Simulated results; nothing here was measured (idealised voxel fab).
Process module, titled voxel wiring stack
It is cross-section cut that appears here, measuring 270 nm in width, its square cells being 5 nm in size.
Throughout this document, each cross-section is represented as a grid of square cells and is presented as a sequence of bands enumerated from the top downward, where a band comprises one or more rows of cells. This entry defines a band. It first specifies the height of the band's top and the height of its bottom in nm, and then specifies the band's materials from left to right, stating each material with its width in nm. The word "edge to edge" identifies a single material that fills the band from edge to edge, while the word "air" identifies empty space. Height reference: 0 = level under which incoming wafer is all one material. Lowest band: no bottom, runs on downward, e.g. "0 -> down". The expression "30 to 40" gives the width at the extremes of the band, the first number at its top row of cells and the second at its bottom row, with the width changing by equal amounts from each row to the next in between. Key: "nothing different" - step with no changed cell in the cross-section. What "Cavities, sealed" gives you is every empty space of 8 cells or more that is cut off from the top. Each appears as width x height at distance, with the distance taken from the left edge and width, height and distance all in nm. That trailing text on a step's line, after the settings, is the simulator's own remark on the step. overlay nm: for a step with a mask, the amount by which the mask lay right of where it was planned; a negative amount means left of it.

**The planned process steps are enumerated hereunder**
- 1: RECEIVE, material Si
- 2: CONFORMAL_DEP, material SiO2, thk nm 15
- 3: CONFORMAL_DEP, material SiCN, thk nm 5
- 4: DIRECTIONAL_DEP, material SiO2, thk nm 25
- 5: MASKED_ETCH, tone open, mask id METAL_1, width nm 20, pitch nm 40, etch materials SiO2, depth nm 25, overlay nm 0
- 6: MASKED_ETCH, tone open, mask id METAL_1, width nm 20, pitch nm 40, etch materials SiCN, depth nm 5, overlay nm 0
- 7: CONFORMAL_DEP, material TiN, thk nm 5
- 8: FILL_DEP, material Cu, thk nm 5
- 9: CMP, height nm 45
- 10: EPI, material Ru, thk nm 5
- 11: FILL_DEP, material SiCN, thk nm 5
- 12: DIRECTIONAL_DEP, material lowk, thk nm 10
- 13: MASKED_ETCH, tone open, mask id PLUG_1, width nm 15, pitch nm 40, etch materials lowk, depth nm 10, overlay nm 0
- 14: MASKED_ETCH, tone open, mask id PLUG_1, width nm 15, pitch nm 40, etch materials SiCN, depth nm 5, overlay nm 0
- 15: CONFORMAL_DEP, material TiN, thk nm 5
- 16: FILL_DEP, material W, thk nm 10
- 17: CMP, height nm 65
- 18: DIRECTIONAL_DEP, material TiN, thk nm 5
- 19: DIRECTIONAL_DEP, material W, thk nm 25
- 20: MASKED_ETCH, tone cover, mask id METAL_2, width nm 20, pitch nm 40, etch materials W, depth nm 25, overlay nm 0
- 21: MASKED_ETCH, tone cover, mask id METAL_2, width nm 20, pitch nm 40, etch materials TiN, depth nm 5, overlay nm 0
- 22: CONFORMAL_DEP, material SiCN, thk nm 5
- 23: FILL_DEP, material lowk, thk nm 10
- 24: CMP, height nm 95
- 25: CONFORMAL_DEP, material SiCN, thk nm 5

**The first of two wafers, run as planned**

**Cross-section of the wafer at receipt, which is the condition after step 1**
  0 -> down: Si edge to edge
  Cavities, sealed: none

**Cross-sectional representation of the wafer at the conclusion of step 2**
  15 -> 0: SiO2 edge to edge
  All layers under 0 are left as they were.

**Cross-sectional representation of the wafer at the conclusion of step 3**
  20 -> 15: SiCN edge to edge
  All layers under 15 are left as they were.

**Cross-sectional representation of the wafer at the conclusion of step 4**
  45 -> 20: SiO2 edge to edge
  All layers under 20 are left as they were.

**Cross-sectional representation of the wafer at the conclusion of step 5**
  45 -> 20: SiO2 (105); air (20); SiO2 (20); air (20); SiO2 (105)
  All layers under 20 are left as they were.

**Cross-sectional representation of the wafer at the conclusion of step 6**
  45 -> 20: SiO2 (105); air (20); SiO2 (20); air (20); SiO2 (105)
  20 -> 15: SiCN (105); air (20); SiCN (20); air (20); SiCN (105)
  All layers under 15 are left as they were.

**Cross-sectional representation of the wafer at the conclusion of step 7**
  50 -> 45: TiN (110); air (10); TiN (30); air (10); TiN (110)
  45 -> 20: SiO2 (105); TiN (5); air (10); TiN (5); SiO2 (20); TiN (5); air (10); TiN (5); SiO2 (105)
  20 -> 15: SiCN (105); TiN (20); SiCN (20); TiN (20); SiCN (105)
  All layers under 15 are left as they were.

**Cross-sectional representation of the wafer at the conclusion of step 8**
  55 -> 50: Cu edge to edge
  50 -> 45: TiN (110); Cu (10); TiN (30); Cu (10); TiN (110)
  45 -> 20: SiO2 (105); TiN (5); Cu (10); TiN (5); SiO2 (20); TiN (5); Cu (10); TiN (5); SiO2 (105)
  All layers under 20 are left as they were.

**Cross-sectional representation of the wafer at the conclusion of step 9**
  45 -> 20: SiO2 (105); TiN (5); Cu (10); TiN (5); SiO2 (20); TiN (5); Cu (10); TiN (5); SiO2 (105)
  All layers under 20 are left as they were.

**Cross-sectional representation of the wafer at the conclusion of step 10**
  50 -> 45: air (100); Ru (30); air (10); Ru (30); air (100)
  All layers under 45 are left as they were.

**Cross-sectional representation of the wafer at the conclusion of step 11**
  55 -> 50: SiCN edge to edge
  50 -> 45: SiCN (100); Ru (30); SiCN (10); Ru (30); SiCN (100)
  All layers under 45 are left as they were.

**Cross-sectional representation of the wafer at the conclusion of step 12**
  65 -> 55: lowk edge to edge
  All layers under 55 are left as they were.

**Cross-sectional representation of the wafer at the conclusion of step 13**
  65 -> 55: lowk (105); air (15); lowk (25); air (15); lowk (110)
  All layers under 55 are left as they were.

**Cross-sectional representation of the wafer at the conclusion of step 14**
  65 -> 55: lowk (105); air (15); lowk (25); air (15); lowk (110)
  55 -> 50: SiCN (105); air (15); SiCN (25); air (15); SiCN (110)
  All layers under 50 are left as they were.

**Cross-sectional representation of the wafer at the conclusion of step 15**
  70 -> 65: TiN (110); air (5); TiN (35); air (5); TiN (115)
  65 -> 55: lowk (105); TiN (5); air (5); TiN (5); lowk (25); TiN (5); air (5); TiN (5); lowk (110)
  55 -> 50: SiCN (105); TiN (15); SiCN (25); TiN (15); SiCN (110)
  All layers under 50 are left as they were.

**Cross-sectional representation of the wafer at the conclusion of step 16**
  80 -> 70: W edge to edge
  70 -> 65: TiN (110); W (5); TiN (35); W (5); TiN (115)
  65 -> 55: lowk (105); TiN (5); W (5); TiN (5); lowk (25); TiN (5); W (5); TiN (5); lowk (110)
  All layers under 55 are left as they were.

**Cross-sectional representation of the wafer at the conclusion of step 17**
  65 -> 55: lowk (105); TiN (5); W (5); TiN (5); lowk (25); TiN (5); W (5); TiN (5); lowk (110)
  All layers under 55 are left as they were.

**Cross-sectional representation of the wafer at the conclusion of step 18**
  70 -> 65: TiN edge to edge
  All layers under 65 are left as they were.

**Cross-sectional representation of the wafer at the conclusion of step 19**
  95 -> 70: W edge to edge
  All layers under 70 are left as they were.

**Cross-sectional representation of the wafer at the conclusion of step 20**
  95 -> 70: air (105); W (20); air (20); W (20); air (105)
  All layers under 70 are left as they were.

**Cross-sectional representation of the wafer at the conclusion of step 21**
  95 -> 70: air (105); W (20); air (20); W (20); air (105)
  70 -> 65: air (105); TiN (20); air (20); TiN (20); air (105)
  All layers under 65 are left as they were.

**Cross-sectional representation of the wafer at the conclusion of step 22**
  100 -> 95: air (100); SiCN (30); air (10); SiCN (30); air (100)
  95 -> 70: air (100); SiCN (5); W (20); SiCN (5); air (10); SiCN (5); W (20); SiCN (5); air (100)
  70 -> 65: SiCN (105); TiN (20); SiCN (20); TiN (20); SiCN (105)
  All layers under 65 are left as they were.

**Cross-sectional representation of the wafer at the conclusion of step 23**
  110 -> 100: lowk edge to edge
  100 -> 95: lowk (100); SiCN (30); lowk (10); SiCN (30); lowk (100)
  95 -> 70: lowk (100); SiCN (5); W (20); SiCN (5); lowk (10); SiCN (5); W (20); SiCN (5); lowk (100)
  All layers under 70 are left as they were.

**Cross-sectional representation of the wafer at the conclusion of step 24**
  95 -> 70: lowk (100); SiCN (5); W (20); SiCN (5); lowk (10); SiCN (5); W (20); SiCN (5); lowk (100)
  All layers under 70 are left as they were.

**Cross-sectional representation of the wafer at the conclusion of step 25**
  100 -> 95: SiCN edge to edge
  All layers under 95 are left as they were.

**What follows concerns the second wafer, which started out like the first and was meant to follow the very same plan; one mistake crept in when it was run, but everything up to and including step 17 is the same as for the first wafer**

**Cross-sectional view of the second wafer at the intended end time of process step 18**
  70 -> 65: SiCN edge to edge
  All layers under 65 are left as they were.

**Cross-sectional view of the second wafer at the intended end time of process step 19**
  95 -> 70: W edge to edge
  All layers under 70 are left as they were.

**Cross-sectional view of the second wafer at the intended end time of process step 20**
  95 -> 70: air (105); W (20); air (20); W (20); air (105)
  All layers under 70 are left as they were.

Cross-sectional view of the second wafer at the intended end time of process step 21: nothing different

**Cross-sectional view of the second wafer at the intended end time of process step 22**
  100 -> 95: air (100); SiCN (30); air (10); SiCN (30); air (100)
  95 -> 75: air (100); SiCN (5); W (20); SiCN (5); air (10); SiCN (5); W (20); SiCN (5); air (100)
  75 -> 70: SiCN (105); W (20); SiCN (20); W (20); SiCN (105)
  All layers under 70 are left as they were.

**Cross-sectional view of the second wafer at the intended end time of process step 23**
  110 -> 100: lowk edge to edge
  100 -> 95: lowk (100); SiCN (30); lowk (10); SiCN (30); lowk (100)
  95 -> 75: lowk (100); SiCN (5); W (20); SiCN (5); lowk (10); SiCN (5); W (20); SiCN (5); lowk (100)
  All layers under 75 are left as they were.

**Cross-sectional view of the second wafer at the intended end time of process step 24**
  95 -> 75: lowk (100); SiCN (5); W (20); SiCN (5); lowk (10); SiCN (5); W (20); SiCN (5); lowk (100)
  All layers under 75 are left as they were.

**Cross-sectional view of the second wafer at the intended end time of process step 25**
  100 -> 95: SiCN edge to edge
  All layers under 95 are left as they were.
Want to know what went wrong? step 18 ran with different settings than intended, the actual operation and settings being DIRECTIONAL_DEP, material SiCN, thk nm 5
Upon completion, the second wafer contains, in terms of cells, a greater or smaller amount of certain materials than the first wafer: 50 more of SiCN | 8 fewer of TiN | 42 fewer of lowk
